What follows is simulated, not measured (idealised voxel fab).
The document below concerns the process module designated voxel ribs on slabs.
Section cut is 285 nm wide and gridded with 5 nm square cells.
Heads up, the way a cross-section reads in here is a grid of square cells, handed over as bands from the top down, with every band being one or more rows of cells.
Top, bottom (nm), then materials left to right with widths (nm); lone material tagged "full width" fills the whole band edge to edge; "empty" = empty space.
Heights are reckoned from 0. Under this level, the received wafer is all of one material. The bottommost band is open-ended downward, for example "0 -> down".
Per-row width for "30->40": begins at first number (top row of band), ends at second number (bottom row), increment between rows held constant.
Where the words "remained the same" appear for a step, the cross-section shows no cell changed by that step; every cell remained as before.
So "Trapped void list" is basically the list of trapped voids: any empty space of 8 cells or more that can't reach the top through an opening. They're written width x height at distance, the distance being from the left edge, and it's all nm.
Note: text after step settings on the step line = simulator remark on that step.
overlay nm: right-of-plan distance of the mask on a masked step; negative values mean left-of-plan.

plan:
1 RECEIVE, material Si
2 DIRECTIONAL_DEP, material SiO2, thk nm 20
3 DIRECTIONAL_DEP, material polySi, thk nm 25
4 PATTERN, tone cover, mask id RIB, material resist, width nm 30, thk nm 20, overlay nm 0
5 DIRECTIONAL_ETCH, etch materials polySi, depth nm 5
6 STRIP, etch materials resist
7 PATTERN, tone cover, mask id SLAB, material resist, width nm 60, thk nm 15, overlay nm 0
8 DIRECTIONAL_ETCH, etch materials polySi, depth nm 20
9 STRIP, etch materials resist
10 FILL_DEP, material SiO2, thk nm 30
11 CMP, height nm 65
12 DIRECTIONAL_DEP, material W, thk nm 10
13 PATTERN, tone cover, mask id HEATER, material resist, width nm 40, thk nm 15, overlay nm 0
14 DIRECTIONAL_ETCH, etch materials W, depth nm 10
15 STRIP, etch materials resist
16 CONFORMAL_DEP, material SiN, thk nm 5

First of two wafers, with the run carried out as planned:

Wafer cross-section on receipt, i.e. after step 1:
* 0 -> down = Si full width
* Trapped void list: none

State of the wafer after step 2, shown in cross-section:
* 20 -> 0 = SiO2 full width
* Heights below 0 show no change.

State of the wafer after step 3, shown in cross-section:
* 45 -> 20 = polySi full width
* Heights below 20 show no change.

State of the wafer after step 4, shown in cross-section:
* 65 -> 45 = empty: 125 | resist: 30 | empty: 130
* Heights below 45 show no change.

State of the wafer after step 5, shown in cross-section:
* 65 -> 45 = empty: 125 | resist: 30 | empty: 130
* 45 -> 40 = empty: 125 | polySi: 30 | empty: 130
* Heights below 40 show no change.

State of the wafer after step 6, shown in cross-section:
* 45 -> 40 = empty: 125 | polySi: 30 | empty: 130
* Heights below 40 show no change.

State of the wafer after step 7, shown in cross-section:
* 60 -> 45 = empty: 110 | resist: 60 | empty: 115
* 45 -> 40 = empty: 110 | resist: 15 | polySi: 30 | resist: 15 | empty: 115
* Heights below 40 show no change.

State of the wafer after step 8, shown in cross-section:
* 60 -> 45 = empty: 110 | resist: 60 | empty: 115
* 45 -> 40 = empty: 110 | resist: 15 | polySi: 30 | resist: 15 | empty: 115
* 40 -> 20 = empty: 110 | polySi: 60 | empty: 115
* Heights below 20 show no change.

State of the wafer after step 9, shown in cross-section:
* 45 -> 40 = empty: 125 | polySi: 30 | empty: 130
* Heights below 40 show no change.

State of the wafer after step 10, shown in cross-section:
* 75 -> 45 = SiO2 full width
* 45 -> 40 = SiO2: 125 | polySi: 30 | SiO2: 130
* 40 -> 20 = SiO2: 110 | polySi: 60 | SiO2: 115
* Heights below 20 show no change.

State of the wafer after step 11, shown in cross-section:
* 65 -> 45 = SiO2 full width
* Heights below 45 show no change.

State of the wafer after step 12, shown in cross-section:
* 75 -> 65 = W full width
* Heights below 65 show no change.

State of the wafer after step 13, shown in cross-section:
* 90 -> 75 = empty: 120 | resist: 40 | empty: 125
* Heights below 75 show no change.

State of the wafer after step 14, shown in cross-section:
* 90 -> 75 = empty: 120 | resist: 40 | empty: 125
* 75 -> 65 = empty: 120 | W: 40 | empty: 125
* Heights below 65 show no change.

State of the wafer after step 15, shown in cross-section:
* 75 -> 65 = empty: 120 | W: 40 | empty: 125
* Heights below 65 show no change.

State of the wafer after step 16, shown in cross-section:
* 80 -> 75 = empty: 115 | SiN: 50 | empty: 120
* 75 -> 70 = empty: 115 | SiN: 5 | W: 40 | SiN: 5 | empty: 120
* 70 -> 65 = SiN: 120 | W: 40 | SiN: 125
* Heights below 65 show no change.

Wafer two of the pair: same origin, same plan, one error during the run; identical to wafer one up to and including step 3:

X-section, second wafer, when step 4 was due to finish:
* 65 -> 45 = resist: 125 | empty: 30 | resist: 130
* Heights below 45 show no change.

X-section, second wafer, when step 5 was due to finish:
* 65 -> 45 = resist: 125 | empty: 30 | resist: 130
* 45 -> 40 = polySi: 125 | empty: 30 | polySi: 130
* Heights below 40 show no change.

X-section, second wafer, when step 6 was due to finish:
* 45 -> 40 = polySi: 125 | empty: 30 | polySi: 130
* Heights below 40 show no change.

X-section, second wafer, when step 7 was due to finish:
* 60 -> 45 = empty: 110 | resist: 60 | empty: 115
* 45 -> 40 = polySi: 125 | resist: 30 | polySi: 130
* Heights below 40 show no change.

X-section, second wafer, when step 8 was due to finish:
* 60 -> 45 = empty: 110 | resist: 60 | empty: 115
* 45 -> 40 = empty: 110 | polySi: 15 | resist: 30 | polySi: 15 | empty: 115
* 40 -> 25 = empty: 110 | polySi: 60 | empty: 115
* Heights below 25 show no change.

X-section, second wafer, when step 9 was due to finish:
* 45 -> 40 = empty: 110 | polySi: 15 | empty: 30 | polySi: 15 | empty: 115
* Heights below 40 show no change.

X-section, second wafer, when step 10 was due to finish:
* 75 -> 45 = SiO2 full width
* 45 -> 40 = SiO2: 110 | polySi: 15 | SiO2: 30 | polySi: 15 | SiO2: 115
* 40 -> 25 = SiO2: 110 | polySi: 60 | SiO2: 115
* Heights below 25 show no change.

X-section, second wafer, when step 11 was due to finish:
* 65 -> 45 = SiO2 full width
* Heights below 45 show no change.

X-section, second wafer, when step 12 was due to finish:
* 75 -> 65 = W full width
* Heights below 65 show no change.

X-section, second wafer, when step 13 was due to finish:
* 90 -> 75 = empty: 120 | resist: 40 | empty: 125
* Heights below 75 show no change.

X-section, second wafer, when step 14 was due to finish:
* 90 -> 75 = empty: 120 | resist: 40 | empty: 125
* 75 -> 65 = empty: 120 | W: 40 | empty: 125
* Heights below 65 show no change.

X-section, second wafer, when step 15 was due to finish:
* 75 -> 65 = empty: 120 | W: 40 | empty: 125
* Heights below 65 show no change.

X-section, second wafer, when step 16 was due to finish:
* 80 -> 75 = empty: 115 | SiN: 50 | empty: 120
* 75 -> 70 = empty: 115 | SiN: 5 | W: 40 | SiN: 5 | empty: 120
* 70 -> 65 = SiN: 120 | W: 40 | SiN: 125
* Heights below 65 show no change.
Deviation noted in wafer processing: step 4 changed vs plan, executed as PATTERN, tone open, mask id RIB, material resist, width nm 30, thk nm 20, overlay nm 0
Wafer comparison, final, in cells, second relative to first, materials more or fewer: 45 fewer of SiO2; 45 more of polySi
